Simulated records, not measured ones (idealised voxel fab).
The document below concerns the process module designated voxel gate over fins.
Section shown: cut. Width: 195 nm. Cell size: 5 nm, square.
A cross-section in this document is a grid of square cells, and it is written down as bands, the top band listed before the ones below it; a band is made up of one or more rows of cells.
This entry defines a band. It first specifies the height of the band's top and the height of its bottom in nm, and then specifies the band's materials from left to right, stating each material with its width in nm. The word "everywhere" identifies a single material that fills the band from edge to edge, while the word "blank" identifies empty space.
The reference from which all heights are counted is 0, the level beneath which the as-received wafer is entirely one material; the lowest band, having no lower bound, proceeds downward and is written after the example "0 -> down".
Per-row width for "30..40": begins at first number (top row of band), ends at second number (bottom row), increment between rows held constant.
The designation "no change occurred", where it is given for a processing step, indicates that no cell of the cross-section was altered in the course of that step.
Empty spaces counting at least 8 cells and having no open way to the top are listed in "Closed void table". The notation width x height at distance is used for each, the distance being from the left edge and all three values in nm.
It should be noted that, on the line of a given step, the content following the step's settings is a remark produced by the simulator itself with respect to that step.
If you see "overlay nm" on a step's line and that step has a mask, it's telling you how far right of where it was planned the mask ended up; a negative number means it went left instead.
[Process steps - plan]
step 1: RECEIVE: material Si
step 2: CONFORMAL_DEP: material SiN, thk nm 5
step 3: MASKED_ETCH: tone cover, mask id FINS, width nm 15, pitch nm 55, etch materials SiN, depth nm 5, overlay nm 0
step 4: MASKED_ETCH: tone cover, mask id FINS, width nm 15, pitch nm 55, etch materials Si, depth nm 35, overlay nm 0
step 5: FILL_DEP: material SiO2, thk nm 15
step 6: CMP: height nm 5
step 7: DIRECTIONAL_DEP: material aC, thk nm 15
step 8: PATTERN: tone open, mask id RAIL, material resist, width nm 15, thk nm 30, overlay nm 0
step 9: DIRECTIONAL_ETCH: etch materials aC, depth nm 15
step 10: STRIP: etch materials resist
step 11: DIRECTIONAL_ETCH: etch materials SiO2, depth nm 35
step 12: STRIP: etch materials aC
step 13: CONFORMAL_DEP: material TiN, thk nm 5
step 14: FILL_DEP: material W, thk nm 5
step 15: CMP: height nm 5
step 16: SELECTIVE_ETCH: etch materials W Ru TiN, depth nm 20
step 17: FILL_DEP: material SiO2, thk nm 5
step 18: CMP: height nm 5
step 19: SELECTIVE_ETCH: etch materials SiO2, depth nm 15
step 20: STRIP: etch materials SiN
step 21: CONFORMAL_DEP: material HfO2, thk nm 5
step 22: CONFORMAL_DEP: material TiN, thk nm 5
step 23: FILL_DEP: material W, thk nm 15
step 24: CMP: height nm 20
step 25: CONFORMAL_DEP: material SiCN, thk nm 5
[As received (post step 1): cross-section]
* 0 -> down = Si everywhere
* Closed void table: none
[Here's the cross-section of the first of our two wafers at the end of the module - it ran as planned]
* 25 -> 20 = SiCN everywhere
* 20 -> 10 = W everywhere
* 10 -> 5 = 25 nm W  35 nm TiN  20 nm W  35 nm TiN  20 nm W  35 nm TiN  25 nm W
* 5 -> 0 = 25 nm W  5 nm TiN  25 nm HfO2  5 nm TiN  20 nm W  5 nm TiN  25 nm HfO2  5 nm TiN  20 nm W  5 nm TiN  25 nm HfO2  5 nm TiN  25 nm W
* 0 -> -5 = 30 nm TiN  5 nm HfO2  15 nm Si  5 nm HfO2  30 nm TiN  5 nm HfO2  15 nm Si  5 nm HfO2  30 nm TiN  5 nm HfO2  15 nm Si  5 nm HfO2  30 nm TiN
* -5 -> -10 = 35 nm HfO2  15 nm Si  40 nm HfO2  15 nm Si  40 nm HfO2  15 nm Si  35 nm HfO2
* -10 -> -15 = 35 nm SiO2  15 nm Si  40 nm SiO2  15 nm Si  40 nm SiO2  15 nm Si  35 nm SiO2
* -15 -> -25 = 35 nm SiO2  15 nm Si  10 nm SiO2  5 nm TiN  5 nm W  5 nm TiN  15 nm SiO2  15 nm Si  40 nm SiO2  15 nm Si  35 nm SiO2
* -25 -> -30 = 35 nm SiO2  15 nm Si  10 nm SiO2  15 nm TiN  15 nm SiO2  15 nm Si  40 nm SiO2  15 nm Si  35 nm SiO2
* -30 -> -35 = 35 nm SiO2  15 nm Si  40 nm SiO2  15 nm Si  40 nm SiO2  15 nm Si  35 nm SiO2
* -35 -> down = Si everywhere
* Closed void table: none
[Wafer two (of two), end-of-module cross-section: start = wafer one, plan = wafer one, one run mistake]
* 25 -> 20 = SiCN everywhere
* 20 -> 10 = W everywhere
* 10 -> 5 = 25 nm W  35 nm TiN  20 nm W  35 nm TiN  20 nm W  35 nm TiN  25 nm W
* 5 -> 0 = 25 nm W  5 nm TiN  25 nm HfO2  5 nm TiN  20 nm W  5 nm TiN  25 nm HfO2  5 nm TiN  20 nm W  5 nm TiN  25 nm HfO2  5 nm TiN  25 nm W
* 0 -> -5 = 30 nm TiN  5 nm HfO2  15 nm Si  5 nm HfO2  30 nm TiN  5 nm HfO2  15 nm Si  5 nm HfO2  30 nm TiN  5 nm HfO2  15 nm Si  5 nm HfO2  30 nm TiN
* -5 -> -10 = 35 nm HfO2  15 nm Si  40 nm HfO2  15 nm Si  40 nm HfO2  15 nm Si  35 nm HfO2
* -10 -> -15 = 35 nm SiO2  15 nm Si  40 nm SiO2  15 nm Si  40 nm SiO2  15 nm Si  35 nm SiO2
* -15 -> -25 = 35 nm SiO2  15 nm Si  5 nm SiO2  5 nm TiN  15 nm W  5 nm TiN  10 nm SiO2  15 nm Si  40 nm SiO2  15 nm Si  35 nm SiO2
* -25 -> -30 = 35 nm SiO2  15 nm Si  5 nm SiO2  25 nm TiN  10 nm SiO2  15 nm Si  40 nm SiO2  15 nm Si  35 nm SiO2
* -30 -> -35 = 35 nm SiO2  15 nm Si  40 nm SiO2  15 nm Si  40 nm SiO2  15 nm Si  35 nm SiO2
* -35 -> down = Si everywhere
* Closed void table: none
Finding, execution versus plan: in deviation from the planned setting, step 8 was conducted as PATTERN: tone open, mask id RAIL, material resist, width nm 25, thk nm 30, overlay nm 0
Heads up, by the end the second wafer has more or fewer cells of some materials compared to the first: 6 fewer of SiO2 | 2 more of TiN | 4 more of W
